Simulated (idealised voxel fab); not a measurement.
This is a process module. Its name is voxel ribs on slabs.
Square cell edge 5 nm, section width 235 nm, ID cut.
Bands, listed from the top down, are how a cross-section gets written in this document; the cross-section itself is a grid of square cells, and a band is one or more rows of them. Band: top height; bottom height; in nm. Then, left to right: material with width in nm, for each material. "full width": a single material spanning edge to edge. "empty": empty space. The level at which height equals 0 is the one under which the wafer, as it arrives, is entirely one material. No lower edge exists for the bottom band, which continues downward and is notated as in "0 and below". The two numbers in a width such as "30->40" mark its ends across the band: the first belongs to the top row of cells, the second to the bottom row, and from each row to the next the width moves by the same amount. Where the words "identical to before" appear for a step, the cross-section shows no cell changed by that step; every cell remained as before. Entry "Closed void list" = empty spaces >= 8 cells with no open way to the top; each as width x height at distance, distance from left edge, all nm. after a step's settings: what the simulator itself notes on the step. Each step line may optionally specify "overlay nm", which for a step with a mask gives the rightward distance between the mask's planned place and where it lay, a negative value indicating the leftward direction.

[Planned step list for the process]
1: RECEIVE: material Si
2: DIRECTIONAL_DEP: material SiO2, thk nm 25
3: DIRECTIONAL_DEP: material polySi, thk nm 25
4: DIRECTIONAL_DEP: material aC, thk nm 15
5: PATTERN: tone cover, mask id RIB, material resist, width nm 30, thk nm 35, overlay nm 0
6: DIRECTIONAL_ETCH: etch materials aC, depth nm 15
7: STRIP: etch materials resist
8: DIRECTIONAL_ETCH: etch materials polySi, depth nm 5
9: STRIP: etch materials aC
10: PATTERN: tone cover, mask id SLAB, material resist, width nm 90, thk nm 20, overlay nm 0
11: DIRECTIONAL_ETCH: etch materials polySi, depth nm 20
12: STRIP: etch materials resist
13: FILL_DEP: material SiO2, thk nm 30
14: CMP: height nm 70
15: DIRECTIONAL_DEP: material W, thk nm 10
16: DIRECTIONAL_DEP: material aC, thk nm 10
17: PATTERN: tone cover, mask id HEATER, material resist, width nm 40, thk nm 25, overlay nm 0
18: DIRECTIONAL_ETCH: etch materials aC, depth nm 10
19: STRIP: etch materials resist
20: DIRECTIONAL_ETCH: etch materials W, depth nm 10
21: STRIP: etch materials aC
22: CONFORMAL_DEP: material SiO2, thk nm 5

[As-received wafer cross-section (after step 1)]
0 and below  Si full width
Closed void list: none

[First of two wafers: cross-section at end of module, run per plan]
85 down to 80  90 nm empty; 50 nm SiO2; 95 nm empty
80 down to 75  90 nm empty; 5 nm SiO2; 40 nm W; 5 nm SiO2; 95 nm empty
75 down to 70  95 nm SiO2; 40 nm W; 100 nm SiO2
70 down to 50  SiO2 full width
50 down to 45  100 nm SiO2; 30 nm polySi; 105 nm SiO2
45 down to 25  70 nm SiO2; 90 nm polySi; 75 nm SiO2
25 down to 0  SiO2 full width
0 and below  Si full width
Closed void list: none

[Second wafer of the two, sectioned at the end of the module. It began like the first and followed the same plan, but one mistake was made while running it]
85 down to 80  90 nm empty; 50 nm SiO2; 95 nm empty
80 down to 75  90 nm empty; 5 nm SiO2; 40 nm W; 5 nm SiO2; 95 nm empty
75 down to 70  95 nm SiO2; 40 nm W; 100 nm SiO2
70 down to 60  SiO2 full width
60 down to 55  100 nm SiO2; 30 nm polySi; 105 nm SiO2
55 down to 35  70 nm SiO2; 90 nm polySi; 75 nm SiO2
35 down to 25  polySi full width
25 down to 0  SiO2 full width
0 and below  Si full width
Closed void list: none
Which mistake was made when the wafer was run? step 3 did not happen as planned, as run it was DIRECTIONAL_DEP: material polySi, thk nm 35
Upon completion, the second wafer contains, in terms of cells, a greater or smaller amount of certain materials than the first wafer: 94 fewer of SiO2; 94 more of polySi
